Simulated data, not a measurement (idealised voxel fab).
This section sets out a process module, namely voxel capacitor over wiring.
In the cross-section labelled cut, the width is 270 nm and each square cell is 5 nm.
How to read a cross-section here: the picture is a grid of square cells, written as bands going from the top down, and any band can span one or more rows of cells.
First you get the band's top height and its bottom height, in nm, and then the materials it's made of, left to right, with each width in nm. If you see a single material with "edge to edge", that one covers the band edge to edge. "air" is empty space.
Beneath 0, the wafer as received is one material, and that level is where height counting begins. The lowest band goes on downward without a bottom; it is written like "0 -> down".
The notation "30..40" denotes a width that varies across the rows of cells in the band, beginning at the first number in the top row, finishing at the second number in the bottom row, and changing by an identical amount from each row to the next.
The designation "identical to before", where it is given for a processing step, indicates that no cell of the cross-section was altered in the course of that step.
In the "Enclosed internal cavities" entry, you get each enclosed empty space of 8 cells or more, one with no open way to the top, written width x height at distance, distance from the left edge, in nm.
On each step's line, the part that comes after the settings is the simulator's own comment on the step.
A step's line can hold "overlay nm"; with a mask on that step, the setting says how far right of the planned place the mask lay, while a negative setting says it lay to the left.
# These are the steps we planned for the process
step 1: RECEIVE: material Si
step 2: CONFORMAL_DEP: material SiO2, thk nm 10
step 3: CONFORMAL_DEP: material SiN, thk nm 5
step 4: DIRECTIONAL_DEP: material SiO2, thk nm 20
step 5: DIRECTIONAL_DEP: material aC, thk nm 10
step 6: PATTERN: tone open, mask id METAL_1, material resist, width nm 25, pitch nm 80, thk nm 25, overlay nm 0
step 7: DIRECTIONAL_ETCH: etch materials aC, depth nm 10
step 8: STRIP: etch materials resist
step 9: DIRECTIONAL_ETCH: etch materials SiO2, depth nm 20
step 10: DIRECTIONAL_ETCH: etch materials SiN, depth nm 5
step 11: STRIP: etch materials aC
step 12: CONFORMAL_DEP: material TiN, thk nm 5
step 13: FILL_DEP: material Ru, thk nm 5
step 14: CMP: height nm 35
step 15: CONFORMAL_DEP: material SiCN, thk nm 5
step 16: DIRECTIONAL_DEP: material lowk, thk nm 10
step 17: PATTERN: tone open, mask id PLUG_1, material resist, width nm 15, thk nm 20, overlay nm 0
step 18: DIRECTIONAL_ETCH: etch materials lowk, depth nm 10
step 19: DIRECTIONAL_ETCH: etch materials SiCN, depth nm 5
step 20: STRIP: etch materials resist
step 21: CONFORMAL_DEP: material TiN, thk nm 5
step 22: FILL_DEP: material W, thk nm 10
step 23: CMP: height nm 50
step 24: DIRECTIONAL_DEP: material TiN, thk nm 5
step 25: DIRECTIONAL_DEP: material Al2O3, thk nm 5
step 26: DIRECTIONAL_DEP: material TiN, thk nm 5
step 27: DIRECTIONAL_DEP: material aC, thk nm 15
step 28: PATTERN: tone cover, mask id UPPER_PLATE, material resist, width nm 60, thk nm 35, overlay nm 0
step 29: DIRECTIONAL_ETCH: etch materials aC, depth nm 15
step 30: STRIP: etch materials resist
step 31: DIRECTIONAL_ETCH: etch materials TiN, depth nm 5
step 32: DIRECTIONAL_ETCH: etch materials Al2O3, depth nm 5
step 33: STRIP: etch materials aC
step 34: MASKED_ETCH: tone cover, mask id LOWER_PLATE, width nm 70, etch materials TiN, depth nm 5, overlay nm 0
step 35: FILL_DEP: material SiO2, thk nm 20
step 36: CMP: height nm 80
step 37: DIRECTIONAL_DEP: material aC, thk nm 15
step 38: PATTERN: tone open, mask id PLUG_2, material resist, width nm 15, thk nm 35, overlay nm 0
step 39: DIRECTIONAL_ETCH: etch materials aC, depth nm 15
step 40: STRIP: etch materials resist
step 41: DIRECTIONAL_ETCH: etch materials SiO2, depth nm 15
step 42: STRIP: etch materials aC
step 43: CONFORMAL_DEP: material TiN, thk nm 5
step 44: FILL_DEP: material Ru, thk nm 5
step 45: CMP: height nm 80
step 46: CONFORMAL_DEP: material SiN, thk nm 5
# The first of two wafers, run as planned
# Cross-section, incoming material, after step 1
  0 -> down = Si edge to edge
  Enclosed internal cavities: none
# The following cross-section depicts the wafer upon completion of step 2
  10 -> 0 = SiO2 edge to edge
  Below 0 it's all the same as before, nothing changed down there.
# The following cross-section depicts the wafer upon completion of step 3
  15 -> 10 = SiN edge to edge
  Below 10 it's all the same as before, nothing changed down there.
# The following cross-section depicts the wafer upon completion of step 4
  35 -> 15 = SiO2 edge to edge
  Below 15 it's all the same as before, nothing changed down there.
# The following cross-section depicts the wafer upon completion of step 5
  45 -> 35 = aC edge to edge
  Below 35 it's all the same as before, nothing changed down there.
# The following cross-section depicts the wafer upon completion of step 6
  70 -> 45 = resist (80) | air (25) | resist (55) | air (25) | resist (85)
  Below 45 it's all the same as before, nothing changed down there.
# The following cross-section depicts the wafer upon completion of step 7
  60 -> 45 = resist (80) | air (25) | resist (55) | air (25) | resist (85)
  45 -> 35 = aC (80) | air (25) | aC (55) | air (25) | aC (85)
  Below 35 it's all the same as before, nothing changed down there.
# The following cross-section depicts the wafer upon completion of step 8
  45 -> 35 = aC (80) | air (25) | aC (55) | air (25) | aC (85)
  Below 35 it's all the same as before, nothing changed down there.
# The following cross-section depicts the wafer upon completion of step 9
  45 -> 35 = aC (80) | air (25) | aC (55) | air (25) | aC (85)
  35 -> 15 = SiO2 (80) | air (25) | SiO2 (55) | air (25) | SiO2 (85)
  Below 15 it's all the same as before, nothing changed down there.
# The following cross-section depicts the wafer upon completion of step 10
  45 -> 35 = aC (80) | air (25) | aC (55) | air (25) | aC (85)
  35 -> 15 = SiO2 (80) | air (25) | SiO2 (55) | air (25) | SiO2 (85)
  15 -> 10 = SiN (80) | air (25) | SiN (55) | air (25) | SiN (85)
  Below 10 it's all the same as before, nothing changed down there.
# The following cross-section depicts the wafer upon completion of step 11
  35 -> 15 = SiO2 (80) | air (25) | SiO2 (55) | air (25) | SiO2 (85)
  Below 15 it's all the same as before, nothing changed down there.
# The following cross-section depicts the wafer upon completion of step 12
  40 -> 35 = TiN (85) | air (15) | TiN (65) | air (15) | TiN (90)
  35 -> 15 = SiO2 (80) | TiN (5) | air (15) | TiN (5) | SiO2 (55) | TiN (5) | air (15) | TiN (5) | SiO2 (85)
  15 -> 10 = SiN (80) | TiN (25) | SiN (55) | TiN (25) | SiN (85)
  Below 10 it's all the same as before, nothing changed down there.
# The following cross-section depicts the wafer upon completion of step 13
  45 -> 40 = Ru edge to edge
  40 -> 35 = TiN (85) | Ru (15) | TiN (65) | Ru (15) | TiN (90)
  35 -> 15 = SiO2 (80) | TiN (5) | Ru (15) | TiN (5) | SiO2 (55) | TiN (5) | Ru (15) | TiN (5) | SiO2 (85)
  Below 15 it's all the same as before, nothing changed down there.
# The following cross-section depicts the wafer upon completion of step 14
  35 -> 15 = SiO2 (80) | TiN (5) | Ru (15) | TiN (5) | SiO2 (55) | TiN (5) | Ru (15) | TiN (5) | SiO2 (85)
  Below 15 it's all the same as before, nothing changed down there.
# The following cross-section depicts the wafer upon completion of step 15
  40 -> 35 = SiCN edge to edge
  Below 35 it's all the same as before, nothing changed down there.
# The following cross-section depicts the wafer upon completion of step 16
  50 -> 40 = lowk edge to edge
  Below 40 it's all the same as before, nothing changed down there.
# The following cross-section depicts the wafer upon completion of step 17
  70 -> 50 = resist (90) | air (15) | resist (165)
  Below 50 it's all the same as before, nothing changed down there.
# The following cross-section depicts the wafer upon completion of step 18
  70 -> 50 = resist (90) | air (15) | resist (165)
  50 -> 40 = lowk (90) | air (15) | lowk (165)
  Below 40 it's all the same as before, nothing changed down there.
# The following cross-section depicts the wafer upon completion of step 19
  70 -> 50 = resist (90) | air (15) | resist (165)
  50 -> 40 = lowk (90) | air (15) | lowk (165)
  40 -> 35 = SiCN (90) | air (15) | SiCN (165)
  Below 35 it's all the same as before, nothing changed down there.
# The following cross-section depicts the wafer upon completion of step 20
  50 -> 40 = lowk (90) | air (15) | lowk (165)
  Below 40 it's all the same as before, nothing changed down there.
# The following cross-section depicts the wafer upon completion of step 21
  55 -> 50 = TiN (95) | air (5) | TiN (170)
  50 -> 40 = lowk (90) | TiN (5) | air (5) | TiN (5) | lowk (165)
  40 -> 35 = SiCN (90) | TiN (15) | SiCN (165)
  Below 35 it's all the same as before, nothing changed down there.
# The following cross-section depicts the wafer upon completion of step 22
  65 -> 55 = W edge to edge
  55 -> 50 = TiN (95) | W (5) | TiN (170)
  50 -> 40 = lowk (90) | TiN (5) | W (5) | TiN (5) | lowk (165)
  Below 40 it's all the same as before, nothing changed down there.
# The following cross-section depicts the wafer upon completion of step 23
  50 -> 40 = lowk (90) | TiN (5) | W (5) | TiN (5) | lowk (165)
  Below 40 it's all the same as before, nothing changed down there.
# The following cross-section depicts the wafer upon completion of step 24
  55 -> 50 = TiN edge to edge
  Below 50 it's all the same as before, nothing changed down there.
# The following cross-section depicts the wafer upon completion of step 25
  60 -> 55 = Al2O3 edge to edge
  Below 55 it's all the same as before, nothing changed down there.
# The following cross-section depicts the wafer upon completion of step 26
  65 -> 60 = TiN edge to edge
  Below 60 it's all the same as before, nothing changed down there.
# The following cross-section depicts the wafer upon completion of step 27
  80 -> 65 = aC edge to edge
  Below 65 it's all the same as before, nothing changed down there.
# The following cross-section depicts the wafer upon completion of step 28
  115 -> 80 = air (90) | resist (60) | air (120)
  Below 80 it's all the same as before, nothing changed down there.
# The following cross-section depicts the wafer upon completion of step 29
  100 -> 80 = air (90) | resist (60) | air (120)
  80 -> 65 = air (90) | aC (60) | air (120)
  Below 65 it's all the same as before, nothing changed down there.
# The following cross-section depicts the wafer upon completion of step 30
  80 -> 65 = air (90) | aC (60) | air (120)
  Below 65 it's all the same as before, nothing changed down there.
# The following cross-section depicts the wafer upon completion of step 31
  80 -> 65 = air (90) | aC (60) | air (120)
  65 -> 60 = air (90) | TiN (60) | air (120)
  Below 60 it's all the same as before, nothing changed down there.
# The following cross-section depicts the wafer upon completion of step 32
  80 -> 65 = air (90) | aC (60) | air (120)
  65 -> 60 = air (90) | TiN (60) | air (120)
  60 -> 55 = air (90) | Al2O3 (60) | air (120)
  Below 55 it's all the same as before, nothing changed down there.
# The following cross-section depicts the wafer upon completion of step 33
  65 -> 60 = air (90) | TiN (60) | air (120)
  Below 60 it's all the same as before, nothing changed down there.
# The following cross-section depicts the wafer upon completion of step 34
  65 -> 60 = air (90) | TiN (60) | air (120)
  60 -> 55 = air (90) | Al2O3 (60) | air (120)
  55 -> 50 = air (85) | TiN (70) | air (115)
  Below 50 it's all the same as before, nothing changed down there.
# The following cross-section depicts the wafer upon completion of step 35
  85 -> 65 = SiO2 edge to edge
  65 -> 60 = SiO2 (90) | TiN (60) | SiO2 (120)
  60 -> 55 = SiO2 (90) | Al2O3 (60) | SiO2 (120)
  55 -> 50 = SiO2 (85) | TiN (70) | SiO2 (115)
  Below 50 it's all the same as before, nothing changed down there.
# The following cross-section depicts the wafer upon completion of step 36
  80 -> 65 = SiO2 edge to edge
  Below 65 it's all the same as before, nothing changed down there.
# The following cross-section depicts the wafer upon completion of step 37
  95 -> 80 = aC edge to edge
  Below 80 it's all the same as before, nothing changed down there.
# The following cross-section depicts the wafer upon completion of step 38
  130 -> 95 = resist (100) | air (15) | resist (155)
  Below 95 it's all the same as before, nothing changed down there.
# The following cross-section depicts the wafer upon completion of step 39
  115 -> 95 = resist (100) | air (15) | resist (155)
  95 -> 80 = aC (100) | air (15) | aC (155)
  Below 80 it's all the same as before, nothing changed down there.
# The following cross-section depicts the wafer upon completion of step 40
  95 -> 80 = aC (100) | air (15) | aC (155)
  Below 80 it's all the same as before, nothing changed down there.
# The following cross-section depicts the wafer upon completion of step 41
  95 -> 80 = aC (100) | air (15) | aC (155)
  80 -> 65 = SiO2 (100) | air (15) | SiO2 (155)
  Below 65 it's all the same as before, nothing changed down there.
# The following cross-section depicts the wafer upon completion of step 42
  80 -> 65 = SiO2 (100) | air (15) | SiO2 (155)
  Below 65 it's all the same as before, nothing changed down there.
# The following cross-section depicts the wafer upon completion of step 43
  85 -> 80 = TiN (105) | air (5) | TiN (160)
  80 -> 70 = SiO2 (100) | TiN (5) | air (5) | TiN (5) | SiO2 (155)
  70 -> 60 = SiO2 (100..90) | TiN (15..60) | SiO2 (155..120)
  Below 60 it's all the same as before, nothing changed down there.
# The following cross-section depicts the wafer upon completion of step 44
  90 -> 85 = Ru edge to edge
  85 -> 80 = TiN (105) | Ru (5) | TiN (160)
  80 -> 70 = SiO2 (100) | TiN (5) | Ru (5) | TiN (5) | SiO2 (155)
  Below 70 it's all the same as before, nothing changed down there.
# The following cross-section depicts the wafer upon completion of step 45
  80 -> 70 = SiO2 (100) | TiN (5) | Ru (5) | TiN (5) | SiO2 (155)
  Below 70 it's all the same as before, nothing changed down there.
# The following cross-section depicts the wafer upon completion of step 46
  85 -> 80 = SiN edge to edge
  Below 80 it's all the same as before, nothing changed down there.
# Second wafer, same starting conditions and recipe as the first, one mistake in executing it, nothing differs from the first up to and including step 16
# Cross-section of the second wafer at the time step 17 of the plan should have ended
  70 -> 50 = air (90) | resist (15) | air (165)
  Below 50 it's all the same as before, nothing changed down there.
# Cross-section of the second wafer at the time step 18 of the plan should have ended
  70 -> 50 = air (90) | resist (15) | air (165)
  50 -> 40 = air (90) | lowk (15) | air (165)
  Below 40 it's all the same as before, nothing changed down there.
# Cross-section of the second wafer at the time step 19 of the plan should have ended
  70 -> 50 = air (90) | resist (15) | air (165)
  50 -> 40 = air (90) | lowk (15) | air (165)
  40 -> 35 = air (90) | SiCN (15) | air (165)
  Below 35 it's all the same as before, nothing changed down there.
# Cross-section of the second wafer at the time step 20 of the plan should have ended
  50 -> 40 = air (90) | lowk (15) | air (165)
  Below 40 it's all the same as before, nothing changed down there.
# Cross-section of the second wafer at the time step 21 of the plan should have ended
  55 -> 50 = air (85) | TiN (25) | air (160)
  50 -> 40 = air (85) | TiN (5) | lowk (15) | TiN (5) | air (160)
  40 -> 35 = TiN (90) | SiCN (15) | TiN (165)
  Below 35 it's all the same as before, nothing changed down there.
# Cross-section of the second wafer at the time step 22 of the plan should have ended
  65 -> 55 = W edge to edge
  55 -> 50 = W (85) | TiN (25) | W (160)
  50 -> 40 = W (85) | TiN (5) | lowk (15) | TiN (5) | W (160)
  Below 40 it's all the same as before, nothing changed down there.
# Cross-section of the second wafer at the time step 23 of the plan should have ended
  50 -> 40 = W (85) | TiN (5) | lowk (15) | TiN (5) | W (160)
  Below 40 it's all the same as before, nothing changed down there.
# Cross-section of the second wafer at the time step 24 of the plan should have ended
  55 -> 50 = TiN edge to edge
  Below 50 it's all the same as before, nothing changed down there.
# Cross-section of the second wafer at the time step 25 of the plan should have ended
  60 -> 55 = Al2O3 edge to edge
  Below 55 it's all the same as before, nothing changed down there.
# Cross-section of the second wafer at the time step 26 of the plan should have ended
  65 -> 60 = TiN edge to edge
  Below 60 it's all the same as before, nothing changed down there.
# Cross-section of the second wafer at the time step 27 of the plan should have ended
  80 -> 65 = aC edge to edge
  Below 65 it's all the same as before, nothing changed down there.
# Cross-section of the second wafer at the time step 28 of the plan should have ended
  115 -> 80 = air (90) | resist (60) | air (120)
  Below 80 it's all the same as before, nothing changed down there.
# Cross-section of the second wafer at the time step 29 of the plan should have ended
  100 -> 80 = air (90) | resist (60) | air (120)
  80 -> 65 = air (90) | aC (60) | air (120)
  Below 65 it's all the same as before, nothing changed down there.
# Cross-section of the second wafer at the time step 30 of the plan should have ended
  80 -> 65 = air (90) | aC (60) | air (120)
  Below 65 it's all the same as before, nothing changed down there.
# Cross-section of the second wafer at the time step 31 of the plan should have ended
  80 -> 65 = air (90) | aC (60) | air (120)
  65 -> 60 = air (90) | TiN (60) | air (120)
  Below 60 it's all the same as before, nothing changed down there.
# Cross-section of the second wafer at the time step 32 of the plan should have ended
  80 -> 65 = air (90) | aC (60) | air (120)
  65 -> 60 = air (90) | TiN (60) | air (120)
  60 -> 55 = air (90) | Al2O3 (60) | air (120)
  Below 55 it's all the same as before, nothing changed down there.
# Cross-section of the second wafer at the time step 33 of the plan should have ended
  65 -> 60 = air (90) | TiN (60) | air (120)
  Below 60 it's all the same as before, nothing changed down there.
# Cross-section of the second wafer at the time step 34 of the plan should have ended
  65 -> 60 = air (90) | TiN (60) | air (120)
  60 -> 55 = air (90) | Al2O3 (60) | air (120)
  55 -> 50 = air (85) | TiN (70) | air (115)
  Below 50 it's all the same as before, nothing changed down there.
# Cross-section of the second wafer at the time step 35 of the plan should have ended
  85 -> 65 = SiO2 edge to edge
  65 -> 60 = SiO2 (90) | TiN (60) | SiO2 (120)
  60 -> 55 = SiO2 (90) | Al2O3 (60) | SiO2 (120)
  55 -> 50 = SiO2 (85) | TiN (70) | SiO2 (115)
  Below 50 it's all the same as before, nothing changed down there.
# Cross-section of the second wafer at the time step 36 of the plan should have ended
  80 -> 65 = SiO2 edge to edge
  Below 65 it's all the same as before, nothing changed down there.
# Cross-section of the second wafer at the time step 37 of the plan should have ended
  95 -> 80 = aC edge to edge
  Below 80 it's all the same as before, nothing changed down there.
# Cross-section of the second wafer at the time step 38 of the plan should have ended
  130 -> 95 = resist (100) | air (15) | resist (155)
  Below 95 it's all the same as before, nothing changed down there.
# Cross-section of the second wafer at the time step 39 of the plan should have ended
  115 -> 95 = resist (100) | air (15) | resist (155)
  95 -> 80 = aC (100) | air (15) | aC (155)
  Below 80 it's all the same as before, nothing changed down there.
# Cross-section of the second wafer at the time step 40 of the plan should have ended
  95 -> 80 = aC (100) | air (15) | aC (155)
  Below 80 it's all the same as before, nothing changed down there.
# Cross-section of the second wafer at the time step 41 of the plan should have ended
  95 -> 80 = aC (100) | air (15) | aC (155)
  80 -> 65 = SiO2 (100) | air (15) | SiO2 (155)
  Below 65 it's all the same as before, nothing changed down there.
# Cross-section of the second wafer at the time step 42 of the plan should have ended
  80 -> 65 = SiO2 (100) | air (15) | SiO2 (155)
  Below 65 it's all the same as before, nothing changed down there.
# Cross-section of the second wafer at the time step 43 of the plan should have ended
  85 -> 80 = TiN (105) | air (5) | TiN (160)
  80 -> 70 = SiO2 (100) | TiN (5) | air (5) | TiN (5) | SiO2 (155)
  70 -> 60 = SiO2 (100..90) | TiN (15..60) | SiO2 (155..120)
  Below 60 it's all the same as before, nothing changed down there.
# Cross-section of the second wafer at the time step 44 of the plan should have ended
  90 -> 85 = Ru edge to edge
  85 -> 80 = TiN (105) | Ru (5) | TiN (160)
  80 -> 70 = SiO2 (100) | TiN (5) | Ru (5) | TiN (5) | SiO2 (155)
  Below 70 it's all the same as before, nothing changed down there.
# Cross-section of the second wafer at the time step 45 of the plan should have ended
  80 -> 70 = SiO2 (100) | TiN (5) | Ru (5) | TiN (5) | SiO2 (155)
  Below 70 it's all the same as before, nothing changed down there.
# Cross-section of the second wafer at the time step 46 of the plan should have ended
  85 -> 80 = SiN edge to edge
  Below 80 it's all the same as before, nothing changed down there.
what went wrong: it should be noted that step 17 was executed with settings other than those planned, the operation and settings actually applied being PATTERN: tone cover, mask id PLUG_1, material resist, width nm 15, thk nm 20, overlay nm 0
at the end the second wafer has, in cells: SiCN -48, TiN +48, W +96, lowk -96
